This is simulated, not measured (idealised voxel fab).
process module | voxel released beams
cross-section cut | 290 nm wide | cells 5 nm
A cross-section is a grid of square cells, given in bands from the top down. A band is one or more rows of cells.
Each band's line starts with the height of the band's top and of its bottom, in nm. Then come its materials from left to right, each with its width in nm. One material with "throughout" fills the band from edge to edge. "air" is empty space.
Height 0 is the level under which the wafer as received is all one material. The lowest band goes on downwards, as in "0 down".
A width such as "30 to 40" changes by the same amount from each row of cells to the next, from the band's top row to its bottom row.
"no change" after a step means that no cell of the cross-section changed.
closed voids: empty space of 8 cells or more with no open way to the top, each as width x height at its distance from the left edge, in nm
after a step's settings: what the simulator itself notes on the step
overlay nm, on a step with a mask: how far to the right of its planned place the mask lay; to the left if negative
plan
1 op RECEIVE | material Si
2 op CONFORMAL_DEP | material SiN | thk nm 10
3 op DIRECTIONAL_DEP | material SiO2 | thk nm 10
4 op PATTERN | tone open | mask id ANCHOR | material resist | width nm 25 | thk nm 15 | overlay nm 0
5 op DIRECTIONAL_ETCH | etch materials SiO2 | depth nm 10
6 op STRIP | etch materials resist
7 op CONFORMAL_DEP | material W | thk nm 10
8 op PATTERN | tone cover | mask id BEAM | material resist | width nm 75 | thk nm 15 | overlay nm 0
9 op DIRECTIONAL_ETCH | etch materials W | depth nm 10
10 op STRIP | etch materials resist
11 op STRIP | etch materials SiO2
as received, after step 1
  0 down: Si throughout
  closed voids: none
first wafer at the end, as planned
  30 to 20: air 105 | W 15 | air 5 | W 55 | air 110
  20 to 10: air 110 | W 25 | air 155
  10 to 0: SiN throughout
  0 down: Si throughout
  closed voids: none
second wafer at the end: like start, like plan, one mistake
  30 to 20: air 105 | W 40 | air 145
  20 to 10: air 100 | W 10 | SiO2 25 | W 45 | air 110
  10 to 0: SiN throughout
  0 down: Si throughout
  closed voids: none
what went wrong: step 4 ran as: op PATTERN | tone cover | mask id ANCHOR | material resist | width nm 25 | thk nm 15 | overlay nm 0
at the end the second wafer has, in cells: 10 more of SiO2
